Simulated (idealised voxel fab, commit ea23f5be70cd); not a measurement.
The name of this process module is voxel spacer lines.
This is section cut - it's 240 nm across, gridded in 5 nm square cells.
In what follows, cross-sections appear as grids of square cells, described through bands that run from the top down, where every band is one or more rows of cells.
A band entry consists of two parts. The first gives the height of the band's top and the height of its bottom, in nm. The rest lists the band's materials from left to right, each with its width in nm. A single material labelled with the word "all across" fills the band from edge to edge, and the word "blank" marks empty space.
Height 0 is the level under which the wafer as received is all one material. The lowest band goes on downwards, as in "0 and below".
Read "30..40" as a graded width: first number on top, second number at the bottom, same change between each pair of neighbouring rows.
No cell of the cross-section changed in a step that is given as "same as before".
So "Listed closed voids" is basically the list of trapped voids: any empty space of 8 cells or more that can't reach the top through an opening. They're written width x height at distance, the distance being from the left edge, and it's all nm.
Step line, after settings: the simulator's comment on this step.
Regarding "overlay nm": on a step with a mask, it is the distance the mask lay to the right of its planned place; a negative value places it to the left.

## plan
- 1: RECEIVE,material Si
- 2: CONFORMAL_DEP,material Al2O3,thk nm 10
- 3: DIRECTIONAL_DEP,material polySi,thk nm 15
- 4: DIRECTIONAL_DEP,material aC,thk nm 25
- 5: PATTERN,tone cover,mask id MANDREL,material resist,width nm 25,pitch nm 70,thk nm 30,overlay nm 0
- 6: DIRECTIONAL_ETCH,etch materials aC,depth nm 25
- 7: STRIP,etch materials resist
- 8: CONFORMAL_DEP,material SiN,thk nm 10
- 9: DIRECTIONAL_ETCH,etch materials SiN,depth nm 10
- 10: STRIP,etch materials aC
- 11: DIRECTIONAL_ETCH,etch materials polySi,depth nm 15
- 12: STRIP,etch materials SiN

## As-received state of the wafer in cross-section, equivalent to post-step 1
* 0 and below  Si all across
* Listed closed voids: none

## Below is the wafer in cross-section after the module was completed. It began from the starting point shown above and followed the plan shown above, except that one mistake was made while running it
* 25 down to 10  blank: 60  polySi: 10  blank: 25  polySi: 10  blank: 25  polySi: 10  blank: 25  polySi: 10  blank: 65
* 10 down to 0  polySi all across
* 0 and below  Si all across
* Listed closed voids: none
Heads up, the wafer didn't run the way we planned it: contrary to plan, step 2 was performed as CONFORMAL_DEP,material polySi,thk nm 10
